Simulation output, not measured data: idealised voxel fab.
Herein follows the process module entitled voxel wiring stack.
Square cells of 5 nm make up the cross-section cut, whose width is 185 nm.
When this document writes out a cross-section, it uses a grid of square cells and lists it as bands, beginning at the top and moving down, with a band standing for one or more rows of cells.
Per band: top height and bottom height in nm, followed by the left-to-right materials and their widths in nm; "everywhere" marks a single material spanning edge to edge, "blank" marks empty space.
Ref level 0: as-received wafer is one material below here. Bottom band extends down with no lower bound ("0 -> down").
Graded width ("30->40"): value in top row of band = first number; value in bottom row = second number; row-to-row change constant.
"all unchanged" -> step changed no cross-section cell.
Entry "Enclosed void entries" = empty spaces >= 8 cells with no open way to the top; each as width x height at distance, distance from left edge, all nm.
What comes after the settings on a step's line is commentary from the simulator itself on that step.
"overlay nm" answers the question of how far to the right of plan the mask lay on a step that has a mask, and when it is negative the answer is to the left.

### plan
| 1 | RECEIVE: material Si |
| 2 | CONFORMAL_DEP: material SiO2, thk nm 10 |
| 3 | CONFORMAL_DEP: material SiCN, thk nm 5 |
| 4 | DIRECTIONAL_DEP: material SiO2, thk nm 20 |
| 5 | PATTERN: tone open, mask id METAL_1, material resist, width nm 25, pitch nm 40, thk nm 15, overlay nm 0 |
| 6 | DIRECTIONAL_ETCH: etch materials SiO2, depth nm 20 |
| 7 | DIRECTIONAL_ETCH: etch materials SiCN, depth nm 5 |
| 8 | STRIP: etch materials resist |
| 9 | CONFORMAL_DEP: material TiN, thk nm 5 |
| 10 | FILL_DEP: material Cu, thk nm 5 |
| 11 | CMP: height nm 35 |
| 12 | CONFORMAL_DEP: material SiCN, thk nm 5 |
| 13 | DIRECTIONAL_DEP: material SiO2, thk nm 30 |
| 14 | MASKED_ETCH: tone open, mask id METAL_2_HOLES, width nm 15, pitch nm 80, etch materials SiO2, depth nm 30, overlay nm 0 |
| 15 | MASKED_ETCH: tone open, mask id METAL_2, width nm 25, pitch nm 40, etch materials SiO2, depth nm 20, overlay nm 0 |
| 16 | MASKED_ETCH: tone open, mask id METAL_2, width nm 25, pitch nm 40, etch materials SiCN, depth nm 5, overlay nm 0 |
| 17 | CONFORMAL_DEP: material TiN, thk nm 5 |
| 18 | FILL_DEP: material Cu, thk nm 10 |
| 19 | CMP: height nm 70 |
| 20 | CONFORMAL_DEP: material SiN, thk nm 5 |

### First wafer, two in total, run as planned

### Received-state cross-section, reflecting completion of step 1
- 0 -> down = Si everywhere
- Enclosed void entries: none

### State of the wafer after step 2, shown in cross-section
- 10 -> 0 = SiO2 everywhere
- Whatever lies below 0 is exactly as it was before.

### State of the wafer after step 3, shown in cross-section
- 15 -> 10 = SiCN everywhere
- Whatever lies below 10 is exactly as it was before.

### State of the wafer after step 4, shown in cross-section
- 35 -> 15 = SiO2 everywhere
- Whatever lies below 15 is exactly as it was before.

### State of the wafer after step 5, shown in cross-section
- 50 -> 35 = resist (20) | blank (25) | resist (15) | blank (25) | resist (15) | blank (25) | resist (15) | blank (25) | resist (20)
- Whatever lies below 35 is exactly as it was before.

### State of the wafer after step 6, shown in cross-section
- 50 -> 35 = resist (20) | blank (25) | resist (15) | blank (25) | resist (15) | blank (25) | resist (15) | blank (25) | resist (20)
- 35 -> 15 = SiO2 (20) | blank (25) | SiO2 (15) | blank (25) | SiO2 (15) | blank (25) | SiO2 (15) | blank (25) | SiO2 (20)
- Whatever lies below 15 is exactly as it was before.

### State of the wafer after step 7, shown in cross-section
- 50 -> 35 = resist (20) | blank (25) | resist (15) | blank (25) | resist (15) | blank (25) | resist (15) | blank (25) | resist (20)
- 35 -> 15 = SiO2 (20) | blank (25) | SiO2 (15) | blank (25) | SiO2 (15) | blank (25) | SiO2 (15) | blank (25) | SiO2 (20)
- 15 -> 10 = SiCN (20) | blank (25) | SiCN (15) | blank (25) | SiCN (15) | blank (25) | SiCN (15) | blank (25) | SiCN (20)
- Whatever lies below 10 is exactly as it was before.

### State of the wafer after step 8, shown in cross-section
- 35 -> 15 = SiO2 (20) | blank (25) | SiO2 (15) | blank (25) | SiO2 (15) | blank (25) | SiO2 (15) | blank (25) | SiO2 (20)
- Whatever lies below 15 is exactly as it was before.

### State of the wafer after step 9, shown in cross-section
- 40 -> 35 = TiN (25) | blank (15) | TiN (25) | blank (15) | TiN (25) | blank (15) | TiN (25) | blank (15) | TiN (25)
- 35 -> 15 = SiO2 (20) | TiN (5) | blank (15) | TiN (5) | SiO2 (15) | TiN (5) | blank (15) | TiN (5) | SiO2 (15) | TiN (5) | blank (15) | TiN (5) | SiO2 (15) | TiN (5) | blank (15) | TiN (5) | SiO2 (20)
- 15 -> 10 = SiCN (20) | TiN (25) | SiCN (15) | TiN (25) | SiCN (15) | TiN (25) | SiCN (15) | TiN (25) | SiCN (20)
- Whatever lies below 10 is exactly as it was before.

### State of the wafer after step 10, shown in cross-section
- 45 -> 40 = Cu everywhere
- 40 -> 35 = TiN (25) | Cu (15) | TiN (25) | Cu (15) | TiN (25) | Cu (15) | TiN (25) | Cu (15) | TiN (25)
- 35 -> 15 = SiO2 (20) | TiN (5) | Cu (15) | TiN (5) | SiO2 (15) | TiN (5) | Cu (15) | TiN (5) | SiO2 (15) | TiN (5) | Cu (15) | TiN (5) | SiO2 (15) | TiN (5) | Cu (15) | TiN (5) | SiO2 (20)
- Whatever lies below 15 is exactly as it was before.

### State of the wafer after step 11, shown in cross-section
- 35 -> 15 = SiO2 (20) | TiN (5) | Cu (15) | TiN (5) | SiO2 (15) | TiN (5) | Cu (15) | TiN (5) | SiO2 (15) | TiN (5) | Cu (15) | TiN (5) | SiO2 (15) | TiN (5) | Cu (15) | TiN (5) | SiO2 (20)
- Whatever lies below 15 is exactly as it was before.

### State of the wafer after step 12, shown in cross-section
- 40 -> 35 = SiCN everywhere
- Whatever lies below 35 is exactly as it was before.

### State of the wafer after step 13, shown in cross-section
- 70 -> 40 = SiO2 everywhere
- Whatever lies below 40 is exactly as it was before.

### State of the wafer after step 14, shown in cross-section
- 70 -> 40 = SiO2 (20) | blank (15) | SiO2 (65) | blank (15) | SiO2 (70)
- Whatever lies below 40 is exactly as it was before.

### State of the wafer after step 15, shown in cross-section
- 70 -> 50 = SiO2 (20) | blank (25) | SiO2 (15) | blank (25) | SiO2 (15) | blank (25) | SiO2 (15) | blank (25) | SiO2 (20)
- Whatever lies below 50 is exactly as it was before.

### State of the wafer after step 16, shown in cross-section
- 70 -> 50 = SiO2 (20) | blank (25) | SiO2 (15) | blank (25) | SiO2 (15) | blank (25) | SiO2 (15) | blank (25) | SiO2 (20)
- 50 -> 40 = SiO2 (20) | blank (15) | SiO2 (65) | blank (15) | SiO2 (70)
- 40 -> 35 = SiCN (20) | blank (15) | SiCN (65) | blank (15) | SiCN (70)
- Whatever lies below 35 is exactly as it was before.

### State of the wafer after step 17, shown in cross-section
- 75 -> 70 = TiN (25) | blank (15) | TiN (25) | blank (15) | TiN (25) | blank (15) | TiN (25) | blank (15) | TiN (25)
- 70 -> 55 = SiO2 (20) | TiN (5) | blank (15) | TiN (5) | SiO2 (15) | TiN (5) | blank (15) | TiN (5) | SiO2 (15) | TiN (5) | blank (15) | TiN (5) | SiO2 (15) | TiN (5) | blank (15) | TiN (5) | SiO2 (20)
- 55 -> 50 = SiO2 (20) | TiN (5) | blank (5) | TiN (15) | SiO2 (15) | TiN (25) | SiO2 (15) | TiN (5) | blank (5) | TiN (15) | SiO2 (15) | TiN (25) | SiO2 (20)
- 50 -> 40 = SiO2 (20) | TiN (5) | blank (5) | TiN (5) | SiO2 (65) | TiN (5) | blank (5) | TiN (5) | SiO2 (70)
- 40 -> 35 = SiCN (20) | TiN (15) | SiCN (65) | TiN (15) | SiCN (70)
- Whatever lies below 35 is exactly as it was before.

### State of the wafer after step 18, shown in cross-section
- 85 -> 75 = Cu everywhere
- 75 -> 70 = TiN (25) | Cu (15) | TiN (25) | Cu (15) | TiN (25) | Cu (15) | TiN (25) | Cu (15) | TiN (25)
- 70 -> 55 = SiO2 (20) | TiN (5) | Cu (15) | TiN (5) | SiO2 (15) | TiN (5) | Cu (15) | TiN (5) | SiO2 (15) | TiN (5) | Cu (15) | TiN (5) | SiO2 (15) | TiN (5) | Cu (15) | TiN (5) | SiO2 (20)
- 55 -> 50 = SiO2 (20) | TiN (5) | Cu (5) | TiN (15) | SiO2 (15) | TiN (25) | SiO2 (15) | TiN (5) | Cu (5) | TiN (15) | SiO2 (15) | TiN (25) | SiO2 (20)
- 50 -> 40 = SiO2 (20) | TiN (5) | Cu (5) | TiN (5) | SiO2 (65) | TiN (5) | Cu (5) | TiN (5) | SiO2 (70)
- Whatever lies below 40 is exactly as it was before.

### State of the wafer after step 19, shown in cross-section
- 70 -> 55 = SiO2 (20) | TiN (5) | Cu (15) | TiN (5) | SiO2 (15) | TiN (5) | Cu (15) | TiN (5) | SiO2 (15) | TiN (5) | Cu (15) | TiN (5) | SiO2 (15) | TiN (5) | Cu (15) | TiN (5) | SiO2 (20)
- Whatever lies below 55 is exactly as it was before.

### State of the wafer after step 20, shown in cross-section
- 75 -> 70 = SiN everywhere
- Whatever lies below 70 is exactly as it was before.

### Wafer two. Identical start, identical plan. One mistake in execution. Identical history through step 18

At the planned end of step 19, the second wafer in cross-section: all unchanged

### At the planned end of step 20, the second wafer in cross-section
- 90 -> 85 = SiN everywhere
- Whatever lies below 85 is exactly as it was before.
Deviation noted in wafer processing: no execution of plan step 19; skipped
End check, counted in cells, second wafer has more or fewer of these materials than the first: +86 Cu; +25 TiN
